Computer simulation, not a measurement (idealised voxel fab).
A process module follows: voxel air gaps.
The width of the displayed cross-section, cut, is 265 nm; its cells are square, with a size of 5 nm.
In what follows, cross-sections appear as grids of square cells, described through bands that run from the top down, where every band is one or more rows of cells. Band: top height; bottom height; in nm. Then, left to right: material with width in nm, for each material. "full width": a single material spanning edge to edge. "air": empty space. Convention: height 0 is the level below which the wafer, as received, is all one material. The lowest band does not terminate at the bottom but continues downward, represented as "0..down". Width: "30 to 40" (first number = top row, second number = bottom row, same change from row to row of cells). Any step labelled "nothing got changed" changed none of the cells in the cross-section. Each empty space that has no open way to the top and spans at least 8 cells appears under "Unvented cavities" as width x height at distance, the distance counted from the left edge, all in nm. Note: text after step settings on the step line = simulator remark on that step. overlay nm: mask offset rightward from planned place, masked step; negative means leftward offset.
-- Listed below are the process steps as planned
1: RECEIVE (material Si)
2: CONFORMAL_DEP (material SiO2; thk nm 10)
3: CONFORMAL_DEP (material SiN; thk nm 5)
4: DIRECTIONAL_DEP (material lowk; thk nm 40)
5: PATTERN (tone open; mask id LINES; material resist; width nm 20; pitch nm 45; thk nm 15; overlay nm 0)
6: DIRECTIONAL_ETCH (etch materials lowk; depth nm 40)
7: STRIP (etch materials resist)
8: CONFORMAL_DEP (material TiN; thk nm 5)
9: FILL_DEP (material Cu; thk nm 5)
10: CMP (height nm 55)
11: EPI (material Ru; thk nm 10)
12: SELECTIVE_ETCH (etch materials lowk; depth nm 50)
13: CONFORMAL_DEP (material SiN; thk nm 5)
-- Here's what the wafer looked like in cross-section when it arrived - that's after step 1
	0..down: Si full width
	Unvented cavities: none
-- End-of-module XS, first of two wafers, run as planned
	70..65: air 40, SiN 185, air 40
	65..55: air 40, SiN 5, Ru 40, SiN 5, Ru 40, SiN 5, Ru 40, SiN 5, Ru 40, SiN 5, air 40
	55..50: air 40, SiN 15, TiN 5, Cu 10, TiN 5, SiN 25, TiN 5, Cu 10, TiN 5, SiN 25, TiN 5, Cu 10, TiN 5, SiN 25, TiN 5, Cu 10, TiN 5, SiN 15, air 40
	50..20: air 50, SiN 5, TiN 5, Cu 10, TiN 5, SiN 5, air 15, SiN 5, TiN 5, Cu 10, TiN 5, SiN 5, air 15, SiN 5, TiN 5, Cu 10, TiN 5, SiN 5, air 15, SiN 5, TiN 5, Cu 10, TiN 5, SiN 5, air 50
	20..15: SiN 55, TiN 20, SiN 25, TiN 20, SiN 25, TiN 20, SiN 25, TiN 20, SiN 55
	15..10: SiN full width
	10..0: SiO2 full width
	0..down: Si full width
	Unvented cavities: 15 x 30 at 80; 15 x 30 at 125; 15 x 30 at 170
-- Cross-section, wafer two of two, end of module: same start and plan as wafer one, one error in execution
	80..75: air 30, SiN 205, air 30
	75..55: air 30, SiN 5, Ru 195, SiN 5, air 30
	55..50: air 30, SiN 25, TiN 5, Cu 10, TiN 5, lowk 25, TiN 5, Cu 10, TiN 5, lowk 25, TiN 5, Cu 10, TiN 5, lowk 25, TiN 5, Cu 10, TiN 5, SiN 25, air 30
	50..20: air 50, SiN 5, TiN 5, Cu 10, TiN 5, lowk 25, TiN 5, Cu 10, TiN 5, lowk 25, TiN 5, Cu 10, TiN 5, lowk 25, TiN 5, Cu 10, TiN 5, SiN 5, air 50
	20..15: SiN 55, TiN 20, lowk 25, TiN 20, lowk 25, TiN 20, lowk 25, TiN 20, SiN 55
	15..10: SiN full width
	10..0: SiO2 full width
	0..down: Si full width
	Unvented cavities: none
The plan and the run diverged here: step 11 from the plan got run twice
Heads up, by the end the second wafer has more or fewer cells of some materials compared to the first: +92 Ru, -60 SiN, +120 lowk
On completion, 0 closed voids are found in the second wafer, whereas the first wafer has 3.
